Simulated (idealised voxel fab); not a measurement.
The name of this process module is voxel transistor to metal.
cross-section cut | 170 nm wide | cells 5 nm
Each cross-section below is a grid of square cells, stated as bands in top-down order, with one or more rows of cells making up each band. Read a band's entry like this: the first values are the height of its top and the height of its bottom in nm, and what follows is the sequence of materials from left to right, each with its width in nm. Note that "empty" is empty space, and that a single material marked "full width" reaches across the band from edge to edge. Zero point of the height axis is 0; under it, received wafer = one material. Lowest band: continues down indefinitely, "top 0, no bottom". It should be noted that a width expressed as "30..40" varies in equal increments from row to row of cells within the band, taking the value of the first number at the top row and that of the second number at the bottom row. No cell of the cross-section changed in a step that is given as "nothing got changed". The entry titled "Trapped voids" provides the empty spaces that have no open way to the top, restricted to those of 8 cells or more. Each is presented as width x height at distance, the distance being measured from the left edge, with all three in nm. On a step's line, text after the settings is the simulator commenting on that step. overlay nm: step with mask; distance mask lay right of planned place; negative value = left of planned place.

### This section lists the process steps that were planned
1) RECEIVE (material Si)
2) CONFORMAL_DEP (material SiO2; thk nm 5)
3) CONFORMAL_DEP (material SiN; thk nm 15)
4) DIRECTIONAL_DEP (material aC; thk nm 15)
5) PATTERN (tone cover; mask id ACTIVE; material resist; width nm 125; thk nm 30; overlay nm 0)
6) DIRECTIONAL_ETCH (etch materials aC; depth nm 15)
7) STRIP (etch materials resist)
8) DIRECTIONAL_ETCH (etch materials SiN; depth nm 15)
9) DIRECTIONAL_ETCH (etch materials SiO2; depth nm 5)
10) DIRECTIONAL_ETCH (etch materials Si; depth nm 30)
11) STRIP (etch materials aC)
12) FILL_DEP (material SiO2; thk nm 5)
13) CMP (height nm 20)
14) SELECTIVE_ETCH (etch materials SiO2; depth nm 10)
15) STRIP (etch materials SiN)
16) SELECTIVE_ETCH (etch materials SiO2; depth nm 5)
17) OXIDIZE (depth nm 5)
18) DIRECTIONAL_DEP (material polySi; thk nm 30)
19) DIRECTIONAL_DEP (material SiCN; thk nm 10)
20) PATTERN (tone cover; mask id GATE; material resist; width nm 25; thk nm 20; overlay nm 0)
21) DIRECTIONAL_ETCH (etch materials SiCN; depth nm 20)
22) DIRECTIONAL_ETCH (etch materials polySi; depth nm 40)
23) STRIP (etch materials resist)
24) CONFORMAL_DEP (material SiO2; thk nm 5)
25) DIRECTIONAL_ETCH (etch materials SiO2; depth nm 5)
26) CONFORMAL_DEP (material SiN; thk nm 5)
27) DIRECTIONAL_ETCH (etch materials SiN; depth nm 5)
28) DIRECTIONAL_ETCH (etch materials SiO2; depth nm 5)
29) DIRECTIONAL_ETCH (etch materials Si; depth nm 15)
30) EPI (material SiGe; thk nm 20)
31) FILL_DEP (material SiO2; thk nm 5)
32) CMP (height nm 30)
33) STRIP (etch materials polySi)
34) SELECTIVE_ETCH (etch materials SiO2; depth nm 5)
35) CONFORMAL_DEP (material HfO2; thk nm 5)
36) CONFORMAL_DEP (material TiN; thk nm 5)
37) FILL_DEP (material W; thk nm 5)
38) CMP (height nm 25)
39) DIRECTIONAL_DEP (material SiO2; thk nm 10)
40) PATTERN (tone open; mask id CONTACT; material resist; width nm 20; pitch nm 85; thk nm 20; overlay nm 0)
41) DIRECTIONAL_ETCH (etch materials SiO2; depth nm 20)
42) STRIP (etch materials resist)
43) CONFORMAL_DEP (material TiN; thk nm 5)
44) FILL_DEP (material W; thk nm 10)
45) CMP (height nm 35)
46) CONFORMAL_DEP (material SiCN; thk nm 5)
47) DIRECTIONAL_DEP (material lowk; thk nm 15)
48) DIRECTIONAL_DEP (material aC; thk nm 10)
49) PATTERN (tone open; mask id METAL_1; material resist; width nm 20; pitch nm 85; thk nm 30; overlay nm 0)
50) DIRECTIONAL_ETCH (etch materials aC; depth nm 10)
51) STRIP (etch materials resist)
52) DIRECTIONAL_ETCH (etch materials lowk; depth nm 15)
53) DIRECTIONAL_ETCH (etch materials SiCN; depth nm 5)
54) STRIP (etch materials aC)
55) CONFORMAL_DEP (material TiN; thk nm 5)
56) FILL_DEP (material Cu; thk nm 5)
57) CMP (height nm 55)
58) EPI (material Ru; thk nm 5)
59) FILL_DEP (material SiCN; thk nm 5)
60) DIRECTIONAL_DEP (material SiO2; thk nm 25)
61) DIRECTIONAL_DEP (material aC; thk nm 10)
62) PATTERN (tone open; mask id METAL_2_HOLES; material resist; width nm 15; pitch nm 85; thk nm 30; overlay nm 0)
63) DIRECTIONAL_ETCH (etch materials aC; depth nm 10)
64) STRIP (etch materials resist)
65) DIRECTIONAL_ETCH (etch materials SiO2; depth nm 25)
66) STRIP (etch materials aC)
67) PATTERN (tone open; mask id METAL_2; material resist; width nm 20; pitch nm 85; thk nm 15; overlay nm 0)
68) DIRECTIONAL_ETCH (etch materials SiO2; depth nm 15)
69) DIRECTIONAL_ETCH (etch materials SiCN; depth nm 5)
70) STRIP (etch materials resist)
71) CONFORMAL_DEP (material TiN; thk nm 5)
72) FILL_DEP (material Cu; thk nm 10)
73) CMP (height nm 90)
74) CONFORMAL_DEP (material SiN; thk nm 5)

### Received-state cross-section, reflecting completion of step 1
	top 0, no bottom  Si full width
	Trapped voids: none

### Cross-sectional result after module completion. Note: starting condition and plan are unchanged from above; one processing mistake was made
	top 95, bottom 90  SiN full width
	top 90, bottom 80  SiO2=30 / TiN=5 / Cu=10 / TiN=5 / SiO2=65 / TiN=5 / Cu=10 / TiN=5 / SiO2=35
	top 80, bottom 75  SiO2=30 / TiN=5 / Cu=5 / TiN=10 / SiO2=65 / TiN=5 / Cu=5 / TiN=10 / SiO2=35
	top 75, bottom 65  SiO2=30 / TiN=5 / Cu=5 / TiN=5 / SiO2=70 / TiN=5 / Cu=5 / TiN=5 / SiO2=40
	top 65, bottom 60  SiCN=30 / TiN=15 / SiCN=70 / TiN=15 / SiCN=40
	top 60, bottom 55  SiCN=25 / Ru=30 / SiCN=55 / Ru=30 / SiCN=30
	top 55, bottom 40  lowk=30 / TiN=5 / Cu=10 / TiN=5 / lowk=65 / TiN=5 / Cu=10 / TiN=5 / lowk=35
	top 40, bottom 35  SiCN=30 / TiN=20 / SiCN=65 / TiN=20 / SiCN=35
	top 35, bottom 30  W=25 / TiN=5 / SiO2=20 / TiN=5 / W=55 / TiN=5 / SiO2=20 / TiN=5 / W=30
	top 30, bottom 25  W=25 / TiN=5 / SiO2=20 / TiN=65 / SiO2=20 / TiN=5 / W=30
	top 25, bottom 20  W=25 / TiN=5 / SiO2=20 / TiN=10 / SiN=5 / HfO2=5 / TiN=5 / W=15 / TiN=5 / HfO2=5 / SiN=5 / TiN=10 / SiO2=20 / TiN=5 / W=30
	top 20, bottom 15  TiN=30 / SiO2=20 / TiN=10 / SiN=5 / HfO2=5 / TiN=5 / W=15 / TiN=5 / HfO2=5 / SiN=5 / TiN=10 / SiO2=20 / TiN=35
	top 15, bottom 5  SiO2=15 / SiGe=45 / SiN=5 / HfO2=5 / TiN=5 / W=15 / TiN=5 / HfO2=5 / SiN=5 / SiGe=45 / SiO2=20
	top 5, bottom 0  SiO2=15 / SiGe=5 / SiN=5 / SiGe=35 / SiN=5 / HfO2=5 / TiN=25 / HfO2=5 / SiN=5 / SiGe=35 / SiN=5 / SiGe=5 / SiO2=20
	top 0, bottom -5  SiO2=25 / SiGe=35 / SiO2=5 / HfO2=35 / SiO2=5 / SiGe=35 / SiO2=30
	top -5, bottom -20  SiO2=20 / Si=5 / SiGe=35 / Si=45 / SiGe=35 / Si=5 / SiO2=25
	top -20, bottom -30  SiO2=20 / Si=125 / SiO2=25
	top -30, no bottom  Si full width
	Trapped voids: none
Nonconformance to the process plan: step 40, actual vs plan mismatch, actual run PATTERN (tone cover; mask id CONTACT; material resist; width nm 20; pitch nm 85; thk nm 20; overlay nm 0)
